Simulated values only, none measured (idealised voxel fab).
process module | voxel transistor to metal
cross-section cut | 260 nm wide | cells 5 nm
A cross-section is a grid of square cells, given in bands from the top down. A band is one or more rows of cells.
Each band's line starts with the height of the band's top and of its bottom, in nm. Then come its materials from left to right, each with its width in nm. One material with "throughout" fills the band from edge to edge. "air" is empty space.
Height 0 is the level under which the wafer as received is all one material. The lowest band goes on downwards, as in "0 down".
A width such as "30 to 40" changes by the same amount from each row of cells to the next, from the band's top row to its bottom row.
"no change" after a step means that no cell of the cross-section changed.
closed voids: empty space of 8 cells or more with no open way to the top, each as width x height at its distance from the left edge, in nm
after a step's settings: what the simulator itself notes on the step
overlay nm, on a step with a mask: how far to the right of its planned place the mask lay; to the left if negative
plan
1 op RECEIVE | material Si
2 op CONFORMAL_DEP | material SiO2 | thk nm 5
3 op CONFORMAL_DEP | material SiN | thk nm 10
4 op DIRECTIONAL_DEP | material aC | thk nm 10
5 op PATTERN | tone cover | mask id ACTIVE | material resist | width nm 100 | pitch nm 130 | thk nm 30 | overlay nm 0
6 op DIRECTIONAL_ETCH | etch materials aC | depth nm 10
7 op STRIP | etch materials resist
8 op DIRECTIONAL_ETCH | etch materials SiN | depth nm 10
9 op DIRECTIONAL_ETCH | etch materials SiO2 | depth nm 5
10 op DIRECTIONAL_ETCH | etch materials Si | depth nm 25
11 op STRIP | etch materials aC
12 op OXIDIZE | depth nm 5
13 op FILL_DEP | material SiO2 | thk nm 5
14 op CMP | height nm 15
15 op SELECTIVE_ETCH | etch materials SiO2 | depth nm 10
16 op STRIP | etch materials SiN
17 op SELECTIVE_ETCH | etch materials SiO2 | depth nm 5
18 op OXIDIZE | depth nm 5
19 op DIRECTIONAL_DEP | material polySi | thk nm 30
20 op DIRECTIONAL_DEP | material SiCN | thk nm 15
21 op PATTERN | tone cover | mask id GATE | material resist | width nm 20 | pitch nm 130 | thk nm 15 | overlay nm 0
22 op DIRECTIONAL_ETCH | etch materials SiCN | depth nm 25
23 op DIRECTIONAL_ETCH | etch materials polySi | depth nm 40
24 op STRIP | etch materials resist
25 op CONFORMAL_DEP | material SiO2 | thk nm 5
26 op DIRECTIONAL_ETCH | etch materials SiO2 | depth nm 5
27 op CONFORMAL_DEP | material SiN | thk nm 10
28 op DIRECTIONAL_ETCH | etch materials SiN | depth nm 10
29 op DIRECTIONAL_ETCH | etch materials SiO2 | depth nm 5
30 op DIRECTIONAL_ETCH | etch materials Si | depth nm 15
31 op EPI | material pSi | thk nm 20
32 op FILL_DEP | material SiO2 | thk nm 10
33 op CMP | height nm 45
34 op DIRECTIONAL_DEP | material SiO2 | thk nm 10
35 op PATTERN | tone open | mask id CONTACT | material resist | width nm 15 | pitch nm 65 | thk nm 15 | overlay nm 0
36 op DIRECTIONAL_ETCH | etch materials SiO2 | depth nm 40
37 op STRIP | etch materials resist
38 op CONFORMAL_DEP | material TiN | thk nm 5
39 op FILL_DEP | material Ru | thk nm 5
40 op CMP | height nm 55
41 op CONFORMAL_DEP | material SiCN | thk nm 5
42 op DIRECTIONAL_DEP | material lowk | thk nm 15
43 op DIRECTIONAL_DEP | material aC | thk nm 15
44 op PATTERN | tone open | mask id METAL_1 | material resist | width nm 15 | pitch nm 65 | thk nm 30 | overlay nm 0
45 op DIRECTIONAL_ETCH | etch materials aC | depth nm 15
46 op STRIP | etch materials resist
47 op DIRECTIONAL_ETCH | etch materials lowk | depth nm 15
48 op DIRECTIONAL_ETCH | etch materials SiCN | depth nm 5
49 op STRIP | etch materials aC
50 op CONFORMAL_DEP | material TiN | thk nm 5
51 op FILL_DEP | material W | thk nm 10
52 op CMP | height nm 75
53 op EPI | material Ru | thk nm 5
54 op FILL_DEP | material SiCN | thk nm 5
as received, after step 1
  0 down: Si throughout
  closed voids: none
first wafer at the end, as planned
  85 to 80: SiCN throughout
  80 to 75: SiCN 20 | Ru 25 | SiCN 40 | Ru 25 | SiCN 40 | Ru 25 | SiCN 40 | Ru 25 | SiCN 20
  75 to 60: lowk 25 | TiN 5 | W 5 | TiN 5 | lowk 50 | TiN 5 | W 5 | TiN 5 | lowk 50 | TiN 5 | W 5 | TiN 5 | lowk 50 | TiN 5 | W 5 | TiN 5 | lowk 25
  60 to 55: SiCN 25 | TiN 15 | SiCN 50 | TiN 15 | SiCN 50 | TiN 15 | SiCN 50 | TiN 15 | SiCN 25
  55 to 45: SiO2 25 | TiN 5 | Ru 5 | TiN 5 | SiO2 50 | TiN 5 | Ru 5 | TiN 5 | SiO2 50 | TiN 5 | Ru 5 | TiN 5 | SiO2 50 | TiN 5 | Ru 5 | TiN 5 | SiO2 25
  45 to 30: SiO2 25 | TiN 5 | Ru 5 | TiN 5 | SiN 10 | SiO2 5 | SiCN 20 | SiO2 5 | SiN 10 | TiN 5 | Ru 5 | TiN 5 | SiO2 50 | TiN 5 | Ru 5 | TiN 5 | SiN 10 | SiO2 5 | SiCN 20 | SiO2 5 | SiN 10 | TiN 5 | Ru 5 | TiN 5 | SiO2 25
  30 to 20: SiO2 25 | TiN 5 | Ru 5 | TiN 5 | SiN 10 | SiO2 5 | polySi 20 | SiO2 5 | SiN 10 | TiN 5 | Ru 5 | TiN 5 | SiO2 50 | TiN 5 | Ru 5 | TiN 5 | SiN 10 | SiO2 5 | polySi 20 | SiO2 5 | SiN 10 | TiN 5 | Ru 5 | TiN 5 | SiO2 25
  20 to 15: SiO2 25 | TiN 15 | SiN 10 | SiO2 5 | polySi 20 | SiO2 5 | SiN 10 | TiN 15 | SiO2 50 | TiN 15 | SiN 10 | SiO2 5 | polySi 20 | SiO2 5 | SiN 10 | TiN 15 | SiO2 25
  15 to 0: SiO2 20 | pSi 20 | SiN 10 | SiO2 5 | polySi 20 | SiO2 5 | SiN 10 | pSi 20 | SiO2 40 | pSi 20 | SiN 10 | SiO2 5 | polySi 20 | SiO2 5 | SiN 10 | pSi 20 | SiO2 20
  0 to -5: SiO2 15 | pSi 25 | SiO2 50 | pSi 25 | SiO2 30 | pSi 25 | SiO2 50 | pSi 25 | SiO2 15
  -5 to -20: SiO2 20 | pSi 20 | Si 50 | pSi 20 | SiO2 40 | pSi 20 | Si 50 | pSi 20 | SiO2 20
  -20 to -30: SiO2 20 | Si 90 | SiO2 40 | Si 90 | SiO2 20
  -30 down: Si throughout
  closed voids: none
second wafer at the end: like start, like plan, one mistake
  85 to 80: SiCN throughout
  80 to 75: SiCN 20 | Ru 25 | SiCN 40 | Ru 25 | SiCN 40 | Ru 25 | SiCN 40 | Ru 25 | SiCN 20
  75 to 60: lowk 25 | TiN 5 | W 5 | TiN 5 | lowk 50 | TiN 5 | W 5 | TiN 5 | lowk 50 | TiN 5 | W 5 | TiN 5 | lowk 50 | TiN 5 | W 5 | TiN 5 | lowk 25
  60 to 55: SiCN 25 | TiN 15 | SiCN 50 | TiN 15 | SiCN 50 | TiN 15 | SiCN 50 | TiN 15 | SiCN 25
  55 to 45: TiN throughout
  45 to 30: SiO2 40 | SiN 10 | SiO2 5 | SiCN 20 | SiO2 5 | SiN 10 | SiO2 80 | SiN 10 | SiO2 5 | SiCN 20 | SiO2 5 | SiN 10 | SiO2 40
  30 to 15: SiO2 40 | SiN 10 | SiO2 5 | polySi 20 | SiO2 5 | SiN 10 | SiO2 80 | SiN 10 | SiO2 5 | polySi 20 | SiO2 5 | SiN 10 | SiO2 40
  15 to 0: SiO2 20 | pSi 20 | SiN 10 | SiO2 5 | polySi 20 | SiO2 5 | SiN 10 | pSi 20 | SiO2 40 | pSi 20 | SiN 10 | SiO2 5 | polySi 20 | SiO2 5 | SiN 10 | pSi 20 | SiO2 20
  0 to -5: SiO2 15 | pSi 25 | SiO2 50 | pSi 25 | SiO2 30 | pSi 25 | SiO2 50 | pSi 25 | SiO2 15
  -5 to -20: SiO2 20 | pSi 20 | Si 50 | pSi 20 | SiO2 40 | pSi 20 | Si 50 | pSi 20 | SiO2 20
  -20 to -30: SiO2 20 | Si 90 | SiO2 40 | Si 90 | SiO2 20
  -30 down: Si throughout
  closed voids: none
what went wrong: step 34 ran as: op DIRECTIONAL_DEP | material TiN | thk nm 10
at the end the second wafer has, in cells: 28 fewer of Ru | 8 fewer of SiO2 | 36 more of TiN
